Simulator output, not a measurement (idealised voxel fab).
process module | voxel double patterning
cross-section cut | 175 nm wide | cells 5 nm
A cross-section is a grid of square cells, given in bands from the top down. A band is one or more rows of cells.
Each band's line starts with the height of the band's top and of its bottom, in nm. Then come its materials from left to right, each with its width in nm. One material with "throughout" fills the band from edge to edge. "air" is empty space.
Height 0 is the level under which the wafer as received is all one material. The lowest band goes on downwards, as in "0 down".
A width such as "30 to 40" changes by the same amount from each row of cells to the next, from the band's top row to its bottom row.
"no change" after a step means that no cell of the cross-section changed.
closed voids: empty space of 8 cells or more with no open way to the top, each as width x height at its distance from the left edge, in nm
after a step's settings: what the simulator itself notes on the step
overlay nm, on a step with a mask: how far to the right of its planned place the mask lay; to the left if negative
plan
1 op RECEIVE | material Si
2 op CONFORMAL_DEP | material SiN | thk nm 10
3 op DIRECTIONAL_DEP | material SiO2 | thk nm 15
4 op DIRECTIONAL_DEP | material SiCN | thk nm 10
5 op DIRECTIONAL_DEP | material aC | thk nm 10
6 op PATTERN | tone open | mask id FIRST | material resist | width nm 15 | pitch nm 50 | thk nm 30 | overlay nm 0
7 op DIRECTIONAL_ETCH | etch materials aC | depth nm 10
8 op STRIP | etch materials resist
9 op DIRECTIONAL_ETCH | etch materials SiCN | depth nm 10
10 op STRIP | etch materials aC
11 op MASKED_ETCH | tone open | mask id SECOND | width nm 15 | pitch nm 50 | etch materials SiCN | depth nm 10 | overlay nm 0
12 op DIRECTIONAL_ETCH | etch materials SiO2 | depth nm 15
13 op STRIP | etch materials SiCN
as received, after step 1
  0 down: Si throughout
  closed voids: none
first wafer at the end, as planned
  25 to 10: SiO2 30 | air 15 | SiO2 10 | air 15 | SiO2 10 | air 15 | SiO2 10 | air 15 | SiO2 10 | air 15 | SiO2 30
  10 to 0: SiN throughout
  0 down: Si throughout
  closed voids: none
second wafer at the end: like start, like plan, one mistake
  30 to 15: SiO2 30 | air 15 | SiO2 10 | air 15 | SiO2 10 | air 15 | SiO2 10 | air 15 | SiO2 10 | air 15 | SiO2 30
  15 to 10: SiO2 throughout
  10 to 0: SiN throughout
  0 down: Si throughout
  closed voids: none
what went wrong: step 3 ran as: op DIRECTIONAL_DEP | material SiO2 | thk nm 20
at the end the second wafer has, in cells: 35 more of SiO2
